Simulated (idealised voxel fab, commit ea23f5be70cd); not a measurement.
The document below concerns the process module designated voxel released beams.
Pictured: cross-section cut, 185 nm wide, on a grid of 5 nm square cells.
Square cells in a grid make up a cross-section in this document, and the grid is given as bands, listed from the top down, each one or more rows of cells. Quick guide to a band line: top height, bottom height (nm) up front; then every material left to right with its width in nm. Only one material and it's marked "edge to edge"? Then it fills the band edge to edge. And "blank" just means empty space. Heights from 0 (as-received wafer is one material below). Bottom band endless downward, as "z 0 and below". Quick explanation for "30 to 40": the width changes in equal steps down the rows of cells, from the first number in the band's top row to the second number in its bottom row. "changes: none" means the step left every cell of the cross-section as it was. You'll see "Fully enclosed voids" listing empty spaces that have no way open to the top, as long as they're 8 cells or more; the notation is width x height at distance, where the distance is from the left edge, and all of it is in nm. What comes after the settings on a step's line is commentary from the simulator itself on that step. If you see "overlay nm" on a step's line and that step has a mask, it's telling you how far right of where it was planned the mask ended up; a negative number means it went left instead.
LIST OF PLANNED PROCESS STEPS
step 1: RECEIVE | material Si
step 2: CONFORMAL_DEP | material SiN | thk nm 5
step 3: DIRECTIONAL_DEP | material SiO2 | thk nm 15
step 4: PATTERN | tone open | mask id ANCHOR | material resist | width nm 30 | thk nm 20 | overlay nm 0
step 5: DIRECTIONAL_ETCH | etch materials SiO2 | depth nm 15
step 6: STRIP | etch materials resist
step 7: CONFORMAL_DEP | material TiN | thk nm 10
step 8: MASKED_ETCH | tone cover | mask id BEAM | width nm 95 | etch materials TiN | depth nm 10 | overlay nm 0
step 9: STRIP | etch materials SiO2
CROSS-SECTION OF THE WAFER AS IT CAME TO US, I.E., ALREADY THROUGH STEP 1
- z 0 and below | Si edge to edge
- Fully enclosed voids: none
STARTING WAFER: ABOVE. PLAN: ABOVE. RUN: ONE MISTAKE. CROSS-SECTION AFTER THE MODULE: BELOW
- z 30 to 20 | blank 40 nm; TiN 95 nm; blank 50 nm
- z 20 to 15 | SiN edge to edge
- z 15 to 0 | SiO2 edge to edge
- z 0 and below | Si edge to edge
- Fully enclosed voids: none
Finding, execution versus plan: step 2 ran in the slot meant for step 3, and vice versa
